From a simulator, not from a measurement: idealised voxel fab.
Module name: voxel transistor to metal (process module)
cross-section cut | 140 nm wide | cells 5 nm
Reading order for cross-sections: top band down to bottom band. Underlying form: a grid of square cells. Band size: one or more rows of cells. It is stipulated that each band's entry specify, in nanometres, the height of the top of the band and then that of its bottom, followed by the materials of the band in left-to-right sequence, each together with its width in nanometres. A single material marked by the word "edge to edge" is understood to fill the band from edge to edge; the word "air" is understood to denote empty space. Heights are measured from 0, the level below which the as-received wafer is all one material; the lowest band has no bottom and continues downward, written as in "0 -> down". A width given as "30..40" starts at the first number in the band's top row and ends at the second number in its bottom row, shifting by an equal amount at every step from row to row. Reading "remains unaltered" for a step: not a cell of the cross-section changed in it. The label "Sealed voids" introduces a list of the empty spaces, 8 cells or larger, that have no open way up to the top; each entry in it reads width x height at distance, where the distance is taken from the left edge and all three are stated in nm. Step line, after settings: the simulator's comment on this step. overlay nm: step with mask; distance mask lay right of planned place; negative value = left of planned place.

[This section lists the process steps that were planned]
1,op RECEIVE | material Si
2,op OXIDIZE | depth nm 5
3,op CONFORMAL_DEP | material SiN | thk nm 15
4,op DIRECTIONAL_DEP | material aC | thk nm 15
5,op PATTERN | tone cover | mask id ACTIVE | material resist | width nm 105 | thk nm 30 | overlay nm 0
6,op DIRECTIONAL_ETCH | etch materials aC | depth nm 15
7,op STRIP | etch materials resist
8,op DIRECTIONAL_ETCH | etch materials SiN | depth nm 15
9,op DIRECTIONAL_ETCH | etch materials SiO2 | depth nm 5
10,op DIRECTIONAL_ETCH | etch materials Si | depth nm 20
11,op STRIP | etch materials aC
12,op OXIDIZE | depth nm 5
13,op FILL_DEP | material SiO2 | thk nm 5
14,op CMP | height nm 15
15,op SELECTIVE_ETCH | etch materials SiO2 | depth nm 10
16,op STRIP | etch materials SiN
17,op SELECTIVE_ETCH | etch materials SiO2 | depth nm 5
18,op OXIDIZE | depth nm 5
19,op DIRECTIONAL_DEP | material polySi | thk nm 30
20,op DIRECTIONAL_DEP | material SiCN | thk nm 15
21,op PATTERN | tone cover | mask id GATE | material resist | width nm 25 | thk nm 20 | overlay nm 0
22,op DIRECTIONAL_ETCH | etch materials SiCN | depth nm 25
23,op DIRECTIONAL_ETCH | etch materials polySi | depth nm 40
24,op STRIP | etch materials resist
25,op CONFORMAL_DEP | material SiN | thk nm 5
26,op DIRECTIONAL_ETCH | etch materials SiN | depth nm 5
27,op DIRECTIONAL_ETCH | etch materials SiO2 | depth nm 5
28,op DIRECTIONAL_ETCH | etch materials Si | depth nm 15
29,op EPI | material nSi | thk nm 15
30,op FILL_DEP | material SiO2 | thk nm 5
31,op CMP | height nm 40
32,op DIRECTIONAL_DEP | material SiO2 | thk nm 10
33,op MASKED_ETCH | tone open | mask id CONTACT | width nm 20 | pitch nm 75 | etch materials SiO2 | depth nm 60 | overlay nm 0
34,op CONFORMAL_DEP | material TiN | thk nm 5
35,op FILL_DEP | material Ru | thk nm 5
36,op CMP | height nm 50
37,op DIRECTIONAL_DEP | material TiN | thk nm 5
38,op DIRECTIONAL_DEP | material Ru | thk nm 20
39,op DIRECTIONAL_DEP | material aC | thk nm 15
40,op PATTERN | tone cover | mask id METAL_1 | material resist | width nm 20 | pitch nm 75 | thk nm 35 | overlay nm 0
41,op DIRECTIONAL_ETCH | etch materials aC | depth nm 15
42,op STRIP | etch materials resist
43,op DIRECTIONAL_ETCH | etch materials Ru | depth nm 20
44,op DIRECTIONAL_ETCH | etch materials TiN | depth nm 5
45,op STRIP | etch materials aC
46,op CONFORMAL_DEP | material SiCN | thk nm 5
47,op FILL_DEP | material lowk | thk nm 10
48,op CMP | height nm 75
49,op CONFORMAL_DEP | material SiN | thk nm 5

[Cross-sectional view of the wafer in its as-received condition, corresponding to the state after step 1]
0 -> down  Si edge to edge
Sealed voids: none

[First of two wafers, end-of-module section, run followed plan]
80 -> 75  SiN edge to edge
75 -> 55  lowk 15 nm; SiCN 5 nm; Ru 20 nm; SiCN 5 nm; lowk 45 nm; SiCN 5 nm; Ru 20 nm; SiCN 5 nm; lowk 20 nm
55 -> 50  SiCN 20 nm; TiN 20 nm; SiCN 55 nm; TiN 20 nm; SiCN 25 nm
50 -> 40  SiO2 20 nm; TiN 5 nm; Ru 10 nm; TiN 5 nm; SiO2 55 nm; TiN 5 nm; Ru 10 nm; TiN 5 nm; SiO2 25 nm
40 -> 25  SiO2 20 nm; TiN 5 nm; Ru 10 nm; TiN 5 nm; SiO2 10 nm; SiN 5 nm; SiCN 25 nm; SiN 5 nm; SiO2 10 nm; TiN 5 nm; Ru 10 nm; TiN 5 nm; SiO2 25 nm
25 -> 10  SiO2 20 nm; TiN 5 nm; Ru 10 nm; TiN 5 nm; SiO2 10 nm; SiN 5 nm; polySi 25 nm; SiN 5 nm; SiO2 10 nm; TiN 5 nm; Ru 10 nm; TiN 5 nm; SiO2 25 nm
10 -> 5  SiO2 20 nm; TiN 5 nm; Ru 5 nm; TiN 10 nm; SiO2 10 nm; SiN 5 nm; polySi 25 nm; SiN 5 nm; SiO2 10 nm; TiN 10 nm; Ru 5 nm; TiN 5 nm; SiO2 25 nm
5 -> 0  SiO2 20 nm; TiN 5 nm; Ru 5 nm; TiN 5 nm; nSi 15 nm; SiN 5 nm; polySi 25 nm; SiN 5 nm; nSi 15 nm; TiN 5 nm; Ru 5 nm; TiN 5 nm; SiO2 25 nm
0 -> -5  SiO2 10 nm; SiN 5 nm; SiO2 5 nm; TiN 5 nm; Ru 5 nm; TiN 5 nm; nSi 15 nm; SiN 5 nm; polySi 25 nm; SiN 5 nm; nSi 15 nm; TiN 5 nm; Ru 5 nm; TiN 5 nm; SiO2 5 nm; SiN 5 nm; SiO2 15 nm
-5 -> -10  SiO2 20 nm; TiN 15 nm; nSi 15 nm; SiO2 35 nm; nSi 15 nm; TiN 15 nm; SiO2 25 nm
-10 -> -25  SiO2 20 nm; nSi 30 nm; Si 35 nm; nSi 30 nm; SiO2 25 nm
-25 -> -30  SiO2 20 nm; Si 95 nm; SiO2 25 nm
-30 -> down  Si edge to edge
Sealed voids: none

[Here's the second of our two wafers sectioned at module end. Same start as the first, same plan, but one mistake got made running it]
80 -> 75  SiN edge to edge
75 -> 55  lowk 15 nm; SiCN 5 nm; Ru 20 nm; SiCN 5 nm; lowk 45 nm; SiCN 5 nm; Ru 20 nm; SiCN 5 nm; lowk 20 nm
55 -> 50  SiCN 20 nm; TiN 20 nm; SiCN 55 nm; TiN 20 nm; SiCN 25 nm
50 -> 40  SiO2 20 nm; TiN 5 nm; Ru 10 nm; TiN 5 nm; SiO2 55 nm; TiN 5 nm; Ru 10 nm; TiN 5 nm; SiO2 25 nm
40 -> 25  SiO2 20 nm; TiN 5 nm; Ru 10 nm; TiN 5 nm; SiO2 15 nm; SiN 5 nm; SiCN 15 nm; SiN 5 nm; SiO2 15 nm; TiN 5 nm; Ru 10 nm; TiN 5 nm; SiO2 25 nm
25 -> 5  SiO2 20 nm; TiN 5 nm; Ru 10 nm; TiN 5 nm; SiO2 15 nm; SiN 5 nm; polySi 15 nm; SiN 5 nm; SiO2 15 nm; TiN 5 nm; Ru 10 nm; TiN 5 nm; SiO2 25 nm
5 -> 0  SiO2 20 nm; TiN 5 nm; Ru 10 nm; TiN 5 nm; nSi 15 nm; SiN 5 nm; polySi 15 nm; SiN 5 nm; nSi 15 nm; TiN 5 nm; Ru 10 nm; TiN 5 nm; SiO2 25 nm
0 -> -5  SiO2 10 nm; SiN 5 nm; SiO2 5 nm; TiN 5 nm; Ru 10 nm; TiN 5 nm; nSi 15 nm; SiN 5 nm; polySi 15 nm; SiN 5 nm; nSi 15 nm; TiN 5 nm; Ru 10 nm; TiN 5 nm; SiO2 5 nm; SiN 5 nm; SiO2 15 nm
-5 -> -10  SiO2 20 nm; TiN 20 nm; nSi 15 nm; SiO2 25 nm; nSi 15 nm; TiN 20 nm; SiO2 25 nm
-10 -> -25  SiO2 20 nm; nSi 35 nm; Si 25 nm; nSi 35 nm; SiO2 25 nm
-25 -> -30  SiO2 20 nm; Si 95 nm; SiO2 25 nm
-30 -> down  Si edge to edge
Sealed voids: none
Here's what went sideways: step 21 ran with different settings than intended, the actual operation and settings being op PATTERN | tone cover | mask id GATE | material resist | width nm 15 | thk nm 20 | overlay nm 0
It is noted that, at the conclusion of processing, the second wafer exhibits a higher or lower cell count for certain materials relative to the first: Ru: 6 more; Si: 6 fewer; SiCN: 6 fewer; SiO2: 12 more; nSi: 6 more; polySi: 12 fewer
